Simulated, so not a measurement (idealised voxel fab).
process module | voxel gate over fins
cross-section cut | 280 nm wide | cells 5 nm
A cross-section is a grid of square cells, given in bands from the top down. A band is one or more rows of cells.
Each band's line starts with the height of the band's top and of its bottom, in nm. Then come its materials from left to right, each with its width in nm. One material with "throughout" fills the band from edge to edge. "air" is empty space.
Height 0 is the level under which the wafer as received is all one material. The lowest band goes on downwards, as in "0 down".
A width such as "30 to 40" changes by the same amount from each row of cells to the next, from the band's top row to its bottom row.
"no change" after a step means that no cell of the cross-section changed.
closed voids: empty space of 8 cells or more with no open way to the top, each as width x height at its distance from the left edge, in nm
after a step's settings: what the simulator itself notes on the step
overlay nm, on a step with a mask: how far to the right of its planned place the mask lay; to the left if negative
plan
1 op RECEIVE | material Si
2 op CONFORMAL_DEP | material SiN | thk nm 5
3 op PATTERN | tone cover | mask id FINS | material resist | width nm 15 | pitch nm 45 | thk nm 20 | overlay nm 0
4 op DIRECTIONAL_ETCH | etch materials SiN | depth nm 5
5 op DIRECTIONAL_ETCH | etch materials Si | depth nm 35
6 op STRIP | etch materials resist
7 op FILL_DEP | material SiO2 | thk nm 15
8 op CMP | height nm 5
9 op SELECTIVE_ETCH | etch materials SiO2 | depth nm 20
10 op STRIP | etch materials SiN
11 op CONFORMAL_DEP | material HfO2 | thk nm 5
12 op CONFORMAL_DEP | material TiN | thk nm 5
13 op CONFORMAL_DEP | material TiAl | thk nm 5
14 op CONFORMAL_DEP | material TiN | thk nm 5
15 op FILL_DEP | material W | thk nm 10
16 op CMP | height nm 25
17 op CONFORMAL_DEP | material SiN | thk nm 10
as received, after step 1
  0 down: Si throughout
  closed voids: none
a wafer at the end: this start, this plan, one mistake
  35 to 25: SiN throughout
  25 to 20: W throughout
  20 to 10: W 90 | TiN 100 | W 90
  10 to 5: W 90 | TiN 10 | TiAl 35 | TiN 10 | TiAl 35 | TiN 10 | W 90
  5 to 0: TiN 100 | TiAl 5 | HfO2 25 | TiAl 5 | TiN 10 | TiAl 5 | HfO2 25 | TiAl 5 | TiN 100
  0 to -5: TiN 100 | TiAl 5 | HfO2 5 | Si 15 | HfO2 5 | TiAl 5 | TiN 10 | TiAl 5 | HfO2 5 | Si 15 | HfO2 5 | TiAl 5 | TiN 100
  -5 to -10: TiAl 105 | HfO2 5 | Si 15 | HfO2 5 | TiAl 20 | HfO2 5 | Si 15 | HfO2 5 | TiAl 105
  -10 to -15: HfO2 110 | Si 15 | HfO2 30 | Si 15 | HfO2 110
  -15 to -35: SiO2 110 | Si 15 | SiO2 30 | Si 15 | SiO2 110
  -35 down: Si throughout
  closed voids: none
what went wrong: steps 12 and 13 were swapped
